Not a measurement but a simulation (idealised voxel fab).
Process module heading - voxel double patterning
For reference, the cross-section in this document is cut, with width 180 nm and square cells of 5 nm.
Square cells in a grid make up a cross-section in this document, and the grid is given as bands, listed from the top down, each one or more rows of cells. The entry gives the band's vertical extent as a top height and a bottom height in nm, then its horizontal make-up as materials from left to right, each with a width in nm. "empty" stands for empty space; a single material marked "everywhere" fills the band edge to edge. Where do heights start? At 0: under that level the wafer as delivered is made of one material only. And the lowest band has no floor; it just carries on downward, as in "z 0 and below". A two-number width, for instance "30->40", indicates that the width is equal to the first number in the top row of the band and to the second number in the bottom row, and that it changes by a constant amount per row of cells. "remains unaltered" means the step left every cell of the cross-section as it was. Reported under the label "Voids, fully enclosed" are the empty spaces having no open way to the top and comprising 8 cells or more; the notation for each is width x height at distance, in which the distance is measured from the left edge and all three values are in nm. It should be noted that, on the line of a given step, the content following the step's settings is a remark produced by the simulator itself with respect to that step. The optional step-line setting "overlay nm" applies to steps with a mask and quantifies how far to the right of its planned location the mask lay, a negative value indicating leftward placement.

[This section lists the process steps that were planned]
1,RECEIVE | material Si
2,CONFORMAL_DEP | material SiO2 | thk nm 10
3,DIRECTIONAL_DEP | material polySi | thk nm 10
4,DIRECTIONAL_DEP | material SiCN | thk nm 5
5,MASKED_ETCH | tone open | mask id FIRST | width nm 15 | pitch nm 50 | etch materials SiCN | depth nm 5 | overlay nm 0
6,MASKED_ETCH | tone open | mask id SECOND | width nm 15 | etch materials SiCN | depth nm 5 | overlay nm 0
7,DIRECTIONAL_ETCH | etch materials polySi | depth nm 10
8,STRIP | etch materials SiCN

[First of two wafers - as planned]

[Shown in cross-section is the wafer as received, that is, as it stands after step 1]
	z 0 and below: Si everywhere
	Voids, fully enclosed: none

[Upon completion of step 2, the wafer appears in cross-section as shown]
	z 10 to 0: SiO2 everywhere
	Beneath the level 0, the cross-section is identical to its previous state.

[Upon completion of step 3, the wafer appears in cross-section as shown]
	z 20 to 10: polySi everywhere
	Beneath the level 10, the cross-section is identical to its previous state.

[Upon completion of step 4, the wafer appears in cross-section as shown]
	z 25 to 20: SiCN everywhere
	Beneath the level 20, the cross-section is identical to its previous state.

[Upon completion of step 5, the wafer appears in cross-section as shown]
	z 25 to 20: SiCN 55; empty 15; SiCN 35; empty 15; SiCN 60
	Beneath the level 20, the cross-section is identical to its previous state.

[Upon completion of step 6, the wafer appears in cross-section as shown]
	z 25 to 20: SiCN 55; empty 15; SiCN 10; empty 15; SiCN 10; empty 15; SiCN 60
	Beneath the level 20, the cross-section is identical to its previous state.

[Upon completion of step 7, the wafer appears in cross-section as shown]
	z 25 to 20: SiCN 55; empty 15; SiCN 10; empty 15; SiCN 10; empty 15; SiCN 60
	z 20 to 10: polySi 55; empty 15; polySi 10; empty 15; polySi 10; empty 15; polySi 60
	Beneath the level 10, the cross-section is identical to its previous state.

[Upon completion of step 8, the wafer appears in cross-section as shown]
	z 20 to 10: polySi 55; empty 15; polySi 10; empty 15; polySi 10; empty 15; polySi 60
	Beneath the level 10, the cross-section is identical to its previous state.

[The second wafer began exactly as the first did and followed the same plan, but one mistake was made while running it; through step 3 inclusive, the two wafers are identical]

[Second wafer shown in cross-section at the time step 4 was slated to end]
	z 25 to 20: SiO2 everywhere
	Beneath the level 20, the cross-section is identical to its previous state.

Second wafer shown in cross-section at the time step 5 was slated to end: remains unaltered

Second wafer shown in cross-section at the time step 6 was slated to end: remains unaltered

Second wafer shown in cross-section at the time step 7 was slated to end: remains unaltered

Second wafer shown in cross-section at the time step 8 was slated to end: remains unaltered
Run error: for step 4, the planned setting was not used; the step was instead run as DIRECTIONAL_DEP | material SiO2 | thk nm 5
Final wafer comparison in cells, second versus first, more or fewer per material: +36 SiO2 | +18 polySi
